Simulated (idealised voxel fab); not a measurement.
process module | voxel gate over fins
cross-section cut | 180 nm wide | cells 5 nm
A cross-section is a grid of square cells, given in bands from the top down. A band is one or more rows of cells.
Each band's line starts with the height of the band's top and of its bottom, in nm. Then come its materials from left to right, each with its width in nm. One material with "throughout" fills the band from edge to edge. "air" is empty space.
Height 0 is the level under which the wafer as received is all one material. The lowest band goes on downwards, as in "0 down".
A width such as "30 to 40" changes by the same amount from each row of cells to the next, from the band's top row to its bottom row.
"no change" after a step means that no cell of the cross-section changed.
closed voids: empty space of 8 cells or more with no open way to the top, each as width x height at its distance from the left edge, in nm
after a step's settings: what the simulator itself notes on the step
overlay nm, on a step with a mask: how far to the right of its planned place the mask lay; to the left if negative
Each pair below shows a cross-section before one step and the cross-section after it, down to the lowest band that changed. The line under each pair gives the step between them, with its settings. The pairs can come from different runs of this module on the same starting wafer, so a pair continues from the pair above only where its "before" says so.
before
  5 to 0: SiO2 25 | SiN 15 | SiO2 5 | air 15 | SiO2 20 | SiN 15 | SiO2 40 | SiN 15 | SiO2 30
  0 to -30: SiO2 25 | Si 15 | SiO2 5 | air 15 | SiO2 20 | Si 15 | SiO2 40 | Si 15 | SiO2 30
  -30 to -35: SiO2 25 | Si 15 | SiO2 40 | Si 15 | SiO2 40 | Si 15 | SiO2 30
  -35 down: Si throughout
  closed voids: none
after
  10 to 5: TiN 50 | air 5 | TiN 125
  5 to 0: SiO2 25 | SiN 15 | SiO2 5 | TiN 5 | air 5 | TiN 5 | SiO2 20 | SiN 15 | SiO2 40 | SiN 15 | SiO2 30
  0 to -25: SiO2 25 | Si 15 | SiO2 5 | TiN 5 | air 5 | TiN 5 | SiO2 20 | Si 15 | SiO2 40 | Si 15 | SiO2 30
  -25 to -30: SiO2 25 | Si 15 | SiO2 5 | TiN 15 | SiO2 20 | Si 15 | SiO2 40 | Si 15 | SiO2 30
  below -30: unchanged
  closed voids: none
the step between: op CONFORMAL_DEP | material TiN | thk nm 5
before: the cross-section after the pair above
after
  15 to 10: Ru throughout
  10 to 5: TiN 50 | Ru 5 | TiN 125
  5 to 0: SiO2 25 | SiN 15 | SiO2 5 | TiN 5 | Ru 5 | TiN 5 | SiO2 20 | SiN 15 | SiO2 40 | SiN 15 | SiO2 30
  0 to -25: SiO2 25 | Si 15 | SiO2 5 | TiN 5 | Ru 5 | TiN 5 | SiO2 20 | Si 15 | SiO2 40 | Si 15 | SiO2 30
  below -25: unchanged
  closed voids: none
the step between: op FILL_DEP | material Ru | thk nm 5
before: the cross-section after the pair above
after
  5 to 0: SiO2 25 | SiN 15 | SiO2 5 | TiN 5 | Ru 5 | TiN 5 | SiO2 20 | SiN 15 | SiO2 40 | SiN 15 | SiO2 30
  below 0: unchanged
  closed voids: none
the step between: op CMP | height nm 5
before: the cross-section after the pair above
after
  5 to 0: SiO2 25 | SiN 15 | SiO2 5 | air 15 | SiO2 20 | SiN 15 | SiO2 40 | SiN 15 | SiO2 30
  0 to -15: SiO2 25 | Si 15 | SiO2 5 | air 15 | SiO2 20 | Si 15 | SiO2 40 | Si 15 | SiO2 30
  below -15: unchanged
  closed voids: none
the step between: op SELECTIVE_ETCH | etch materials W Ru TiN | depth nm 20
before: the cross-section after the pair above
after
  10 to 5: SiO2 throughout
  5 to 0: SiO2 25 | SiN 15 | SiO2 40 | SiN 15 | SiO2 40 | SiN 15 | SiO2 30
  0 to -15: SiO2 25 | Si 15 | SiO2 40 | Si 15 | SiO2 40 | Si 15 | SiO2 30
  below -15: unchanged
  closed voids: none
the step between: op FILL_DEP | material SiO2 | thk nm 5
before: the cross-section after the pair above
after
  5 to 0: SiO2 25 | SiN 15 | SiO2 40 | SiN 15 | SiO2 40 | SiN 15 | SiO2 30
  below 0: unchanged
  closed voids: none
the step between: op CMP | height nm 5
before: the cross-section after the pair above
after
  5 to 0: air 25 | SiN 15 | air 40 | SiN 15 | air 40 | SiN 15 | air 30
  0 to -10: air 25 | Si 15 | air 40 | Si 15 | air 40 | Si 15 | air 30
  below -10: unchanged
  closed voids: none
the step between: op SELECTIVE_ETCH | etch materials SiO2 | depth nm 15
before: the cross-section after the pair above
after
  0 to -10: air 25 | Si 15 | air 40 | Si 15 | air 40 | Si 15 | air 30
  below -10: unchanged
  closed voids: none
the step between: op STRIP | etch materials SiN
before: the cross-section after the pair above
after
  5 to 0: air 20 | HfO2 25 | air 30 | HfO2 25 | air 30 | HfO2 25 | air 25
  0 to -5: air 20 | HfO2 5 | Si 15 | HfO2 5 | air 30 | HfO2 5 | Si 15 | HfO2 5 | air 30 | HfO2 5 | Si 15 | HfO2 5 | air 25
  -5 to -10: HfO2 25 | Si 15 | HfO2 40 | Si 15 | HfO2 40 | Si 15 | HfO2 30
  below -10: unchanged
  closed voids: none
the step between: op CONFORMAL_DEP | material HfO2 | thk nm 5
before: the cross-section after the pair above
after
  10 to 5: air 15 | TiN 35 | air 20 | TiN 35 | air 20 | TiN 35 | air 20
  5 to 0: air 15 | TiN 5 | HfO2 25 | TiN 5 | air 20 | TiN 5 | HfO2 25 | TiN 5 | air 20 | TiN 5 | HfO2 25 | TiN 5 | air 20
  0 to -5: TiN 20 | HfO2 5 | Si 15 | HfO2 5 | TiN 30 | HfO2 5 | Si 15 | HfO2 5 | TiN 30 | HfO2 5 | Si 15 | HfO2 5 | TiN 25
  below -5: unchanged
  closed voids: none
the step between: op CONFORMAL_DEP | material TiN | thk nm 5
before: the cross-section after the pair above
after
  20 to 10: W throughout
  10 to 5: W 15 | TiN 35 | W 20 | TiN 35 | W 20 | TiN 35 | W 20
  5 to 0: W 15 | TiN 5 | HfO2 25 | TiN 5 | W 20 | TiN 5 | HfO2 25 | TiN 5 | W 20 | TiN 5 | HfO2 25 | TiN 5 | W 20
  below 0: unchanged
  closed voids: none
the step between: op FILL_DEP | material W | thk nm 10
before: the cross-section after the pair above
after
  15 to 10: W throughout
  below 10: unchanged
  closed voids: none
the step between: op CMP | height nm 15
before: the cross-section after the pair above
after
  25 to 15: SiCN throughout
  below 15: unchanged
  closed voids: none
the step between: op CONFORMAL_DEP | material SiCN | thk nm 10
before
  10 to 5: TiN 55 | air 5 | TiN 120
  5 to 0: SiO2 25 | SiN 15 | SiO2 10 | TiN 5 | air 5 | TiN 5 | SiO2 15 | SiN 15 | SiO2 40 | SiN 15 | SiO2 30
  0 to -25: SiO2 25 | Si 15 | SiO2 10 | TiN 5 | air 5 | TiN 5 | SiO2 15 | Si 15 | SiO2 40 | Si 15 | SiO2 30
  -25 to -30: SiO2 25 | Si 15 | SiO2 10 | TiN 15 | SiO2 15 | Si 15 | SiO2 40 | Si 15 | SiO2 30
  -30 to -35: SiO2 25 | Si 15 | SiO2 40 | Si 15 | SiO2 40 | Si 15 | SiO2 30
  -35 down: Si throughout
  closed voids: none
after
  15 to 10: SiN throughout
  10 to 5: TiN 55 | SiN 5 | TiN 120
  5 to 0: SiO2 25 | SiN 15 | SiO2 10 | TiN 5 | SiN 5 | TiN 5 | SiO2 15 | SiN 15 | SiO2 40 | SiN 15 | SiO2 30
  0 to -25: SiO2 25 | Si 15 | SiO2 10 | TiN 5 | SiN 5 | TiN 5 | SiO2 15 | Si 15 | SiO2 40 | Si 15 | SiO2 30
  below -25: unchanged
  closed voids: none
the step between: op FILL_DEP | material SiN | thk nm 5
before: the cross-section after the pair above
after
  5 to 0: SiO2 25 | SiN 15 | SiO2 10 | TiN 5 | SiN 5 | TiN 5 | SiO2 15 | SiN 15 | SiO2 40 | SiN 15 | SiO2 30
  below 0: unchanged
  closed voids: none
the step between: op CMP | height nm 5
before: the cross-section after the pair above
after
  5 to 0: SiO2 25 | SiN 15 | SiO2 10 | air 5 | SiN 5 | air 5 | SiO2 15 | SiN 15 | SiO2 40 | SiN 15 | SiO2 30
  0 to -15: SiO2 25 | Si 15 | SiO2 10 | air 5 | SiN 5 | air 5 | SiO2 15 | Si 15 | SiO2 40 | Si 15 | SiO2 30
  below -15: unchanged
  closed voids: none
the step between: op SELECTIVE_ETCH | etch materials W Ru TiN | depth nm 20
before: the cross-section after the pair above
after
  10 to 5: SiO2 throughout
  5 to 0: SiO2 25 | SiN 15 | SiO2 15 | SiN 5 | SiO2 20 | SiN 15 | SiO2 40 | SiN 15 | SiO2 30
  0 to -15: SiO2 25 | Si 15 | SiO2 15 | SiN 5 | SiO2 20 | Si 15 | SiO2 40 | Si 15 | SiO2 30
  below -15: unchanged
  closed voids: none
the step between: op FILL_DEP | material SiO2 | thk nm 5
before: the cross-section after the pair above
after
  5 to 0: SiO2 25 | SiN 15 | SiO2 15 | SiN 5 | SiO2 20 | SiN 15 | SiO2 40 | SiN 15 | SiO2 30
  below 0: unchanged
  closed voids: none
the step between: op CMP | height nm 5
before: the cross-section after the pair above
after
  5 to 0: air 25 | SiN 15 | air 15 | SiN 5 | air 20 | SiN 15 | air 40 | SiN 15 | air 30
  0 to -10: air 25 | Si 15 | air 15 | SiN 5 | air 20 | Si 15 | air 40 | Si 15 | air 30
  below -10: unchanged
  closed voids: none
the step between: op SELECTIVE_ETCH | etch materials SiO2 | depth nm 15
before: the cross-section after the pair above
after
  0 to -10: air 25 | Si 15 | air 40 | Si 15 | air 40 | Si 15 | air 30
  -10 to -15: SiO2 25 | Si 15 | SiO2 15 | air 5 | SiO2 20 | Si 15 | SiO2 40 | Si 15 | SiO2 30
  -15 to -25: SiO2 25 | Si 15 | SiO2 10 | TiN 5 | air 5 | TiN 5 | SiO2 15 | Si 15 | SiO2 40 | Si 15 | SiO2 30
  below -25: unchanged
  closed voids: none
the step between: op STRIP | etch materials SiN
before: the cross-section after the pair above
after
  5 to 0: air 20 | HfO2 25 | air 30 | HfO2 25 | air 30 | HfO2 25 | air 25
  0 to -5: air 20 | HfO2 5 | Si 15 | HfO2 5 | air 30 | HfO2 5 | Si 15 | HfO2 5 | air 30 | HfO2 5 | Si 15 | HfO2 5 | air 25
  -5 to -10: HfO2 25 | Si 15 | HfO2 40 | Si 15 | HfO2 40 | Si 15 | HfO2 30
  -10 to -15: SiO2 25 | Si 15 | SiO2 15 | HfO2 5 | SiO2 20 | Si 15 | SiO2 40 | Si 15 | SiO2 30
  -15 to -25: SiO2 25 | Si 15 | SiO2 10 | TiN 5 | HfO2 5 | TiN 5 | SiO2 15 | Si 15 | SiO2 40 | Si 15 | SiO2 30
  below -25: unchanged
  closed voids: none
the step between: op CONFORMAL_DEP | material HfO2 | thk nm 5
before: the cross-section after the pair above
after
  10 to 5: air 15 | TiN 35 | air 20 | TiN 35 | air 20 | TiN 35 | air 20
  5 to 0: air 15 | TiN 5 | HfO2 25 | TiN 5 | air 20 | TiN 5 | HfO2 25 | TiN 5 | air 20 | TiN 5 | HfO2 25 | TiN 5 | air 20
  0 to -5: TiN 20 | HfO2 5 | Si 15 | HfO2 5 | TiN 30 | HfO2 5 | Si 15 | HfO2 5 | TiN 30 | HfO2 5 | Si 15 | HfO2 5 | TiN 25
  below -5: unchanged
  closed voids: none
the step between: op CONFORMAL_DEP | material TiN | thk nm 5
before: the cross-section after the pair above
after
  20 to 10: W throughout
  10 to 5: W 15 | TiN 35 | W 20 | TiN 35 | W 20 | TiN 35 | W 20
  5 to 0: W 15 | TiN 5 | HfO2 25 | TiN 5 | W 20 | TiN 5 | HfO2 25 | TiN 5 | W 20 | TiN 5 | HfO2 25 | TiN 5 | W 20
  below 0: unchanged
  closed voids: none
the step between: op FILL_DEP | material W | thk nm 10
before: the cross-section after the pair above
after
  15 to 10: W throughout
  below 10: unchanged
  closed voids: none
the step between: op CMP | height nm 15
before: the cross-section after the pair above
after
  25 to 15: SiCN throughout
  below 15: unchanged
  closed voids: none
the step between: op CONFORMAL_DEP | material SiCN | thk nm 10
before
  5 to 0: SiO2 25 | SiN 15 | SiO2 40 | SiN 15 | SiO2 40 | SiN 15 | SiO2 30
  0 to -35: SiO2 25 | Si 15 | SiO2 40 | Si 15 | SiO2 40 | Si 15 | SiO2 30
  -35 down: Si throughout
  closed voids: none
after
  5 to 0: air 25 | SiN 15 | air 10 | SiO2 15 | air 15 | SiN 15 | air 40 | SiN 15 | air 30
  0 to -30: air 25 | Si 15 | air 10 | SiO2 15 | air 15 | Si 15 | air 40 | Si 15 | air 30
  below -30: unchanged
  closed voids: none
the step between: op MASKED_ETCH | tone cover | mask id RAIL | width nm 15 | etch materials SiO2 | depth nm 35 | overlay nm 0
before: the cross-section after the pair above
after
  10 to 5: air 20 | TiN 50 | air 5 | TiN 25 | air 30 | TiN 25 | air 25
  5 to 0: air 20 | TiN 5 | SiN 15 | TiN 10 | SiO2 15 | TiN 5 | air 5 | TiN 5 | SiN 15 | TiN 5 | air 30 | TiN 5 | SiN 15 | TiN 5 | air 25
  0 to -25: air 20 | TiN 5 | Si 15 | TiN 10 | SiO2 15 | TiN 5 | air 5 | TiN 5 | Si 15 | TiN 5 | air 30 | TiN 5 | Si 15 | TiN 5 | air 25
  -25 to -30: TiN 25 | Si 15 | TiN 10 | SiO2 15 | TiN 15 | Si 15 | TiN 40 | Si 15 | TiN 30
  below -30: unchanged
  closed voids: none
the step between: op CONFORMAL_DEP | material TiN | thk nm 5
before: the cross-section after the pair above
after
  15 to 10: Ru throughout
  10 to 5: Ru 20 | TiN 50 | Ru 5 | TiN 25 | Ru 30 | TiN 25 | Ru 25
  5 to 0: Ru 20 | TiN 5 | SiN 15 | TiN 10 | SiO2 15 | TiN 5 | Ru 5 | TiN 5 | SiN 15 | TiN 5 | Ru 30 | TiN 5 | SiN 15 | TiN 5 | Ru 25
  0 to -25: Ru 20 | TiN 5 | Si 15 | TiN 10 | SiO2 15 | TiN 5 | Ru 5 | TiN 5 | Si 15 | TiN 5 | Ru 30 | TiN 5 | Si 15 | TiN 5 | Ru 25
  below -25: unchanged
  closed voids: none
the step between: op FILL_DEP | material Ru | thk nm 5
before: the cross-section after the pair above
after
  5 to 0: Ru 20 | TiN 5 | SiN 15 | TiN 10 | SiO2 15 | TiN 5 | Ru 5 | TiN 5 | SiN 15 | TiN 5 | Ru 30 | TiN 5 | SiN 15 | TiN 5 | Ru 25
  below 0: unchanged
  closed voids: none
the step between: op CMP | height nm 5
before: the cross-section after the pair above
after
  5 to 0: air 25 | SiN 15 | air 10 | SiO2 15 | air 15 | SiN 15 | air 40 | SiN 15 | air 30
  0 to -15: air 25 | Si 15 | air 10 | SiO2 15 | air 15 | Si 15 | air 40 | Si 15 | air 30
  below -15: unchanged
  closed voids: none
the step between: op SELECTIVE_ETCH | etch materials W Ru TiN | depth nm 20
before: the cross-section after the pair above
after
  10 to 5: SiO2 throughout
  5 to 0: SiO2 25 | SiN 15 | SiO2 40 | SiN 15 | SiO2 40 | SiN 15 | SiO2 30
  0 to -15: SiO2 25 | Si 15 | SiO2 40 | Si 15 | SiO2 40 | Si 15 | SiO2 30
  below -15: unchanged
  closed voids: none
the step between: op FILL_DEP | material SiO2 | thk nm 5
before: the cross-section after the pair above
after
  5 to 0: SiO2 25 | SiN 15 | SiO2 40 | SiN 15 | SiO2 40 | SiN 15 | SiO2 30
  below 0: unchanged
  closed voids: none
the step between: op CMP | height nm 5
before: the cross-section after the pair above
after
  5 to 0: air 25 | SiN 15 | air 40 | SiN 15 | air 40 | SiN 15 | air 30
  0 to -10: air 25 | Si 15 | air 40 | Si 15 | air 40 | Si 15 | air 30
  below -10: unchanged
  closed voids: none
the step between: op SELECTIVE_ETCH | etch materials SiO2 | depth nm 15
before: the cross-section after the pair above
after
  0 to -10: air 25 | Si 15 | air 40 | Si 15 | air 40 | Si 15 | air 30
  below -10: unchanged
  closed voids: none
the step between: op STRIP | etch materials SiN
before: the cross-section after the pair above
after
  5 to 0: air 20 | HfO2 25 | air 30 | HfO2 25 | air 30 | HfO2 25 | air 25
  0 to -5: air 20 | HfO2 5 | Si 15 | HfO2 5 | air 30 | HfO2 5 | Si 15 | HfO2 5 | air 30 | HfO2 5 | Si 15 | HfO2 5 | air 25
  -5 to -10: HfO2 25 | Si 15 | HfO2 40 | Si 15 | HfO2 40 | Si 15 | HfO2 30
  below -10: unchanged
  closed voids: none
the step between: op CONFORMAL_DEP | material HfO2 | thk nm 5
before: the cross-section after the pair above
after
  10 to 5: air 15 | TiN 35 | air 20 | TiN 35 | air 20 | TiN 35 | air 20
  5 to 0: air 15 | TiN 5 | HfO2 25 | TiN 5 | air 20 | TiN 5 | HfO2 25 | TiN 5 | air 20 | TiN 5 | HfO2 25 | TiN 5 | air 20
  0 to -5: TiN 20 | HfO2 5 | Si 15 | HfO2 5 | TiN 30 | HfO2 5 | Si 15 | HfO2 5 | TiN 30 | HfO2 5 | Si 15 | HfO2 5 | TiN 25
  below -5: unchanged
  closed voids: none
the step between: op CONFORMAL_DEP | material TiN | thk nm 5
before: the cross-section after the pair above
after
  20 to 10: W throughout
  10 to 5: W 15 | TiN 35 | W 20 | TiN 35 | W 20 | TiN 35 | W 20
  5 to 0: W 15 | TiN 5 | HfO2 25 | TiN 5 | W 20 | TiN 5 | HfO2 25 | TiN 5 | W 20 | TiN 5 | HfO2 25 | TiN 5 | W 20
  below 0: unchanged
  closed voids: none
the step between: op FILL_DEP | material W | thk nm 10
before: the cross-section after the pair above
after
  15 to 10: W throughout
  below 10: unchanged
  closed voids: none
the step between: op CMP | height nm 15
before: the cross-section after the pair above
after
  25 to 15: SiCN throughout
  below 15: unchanged
  closed voids: none
the step between: op CONFORMAL_DEP | material SiCN | thk nm 10
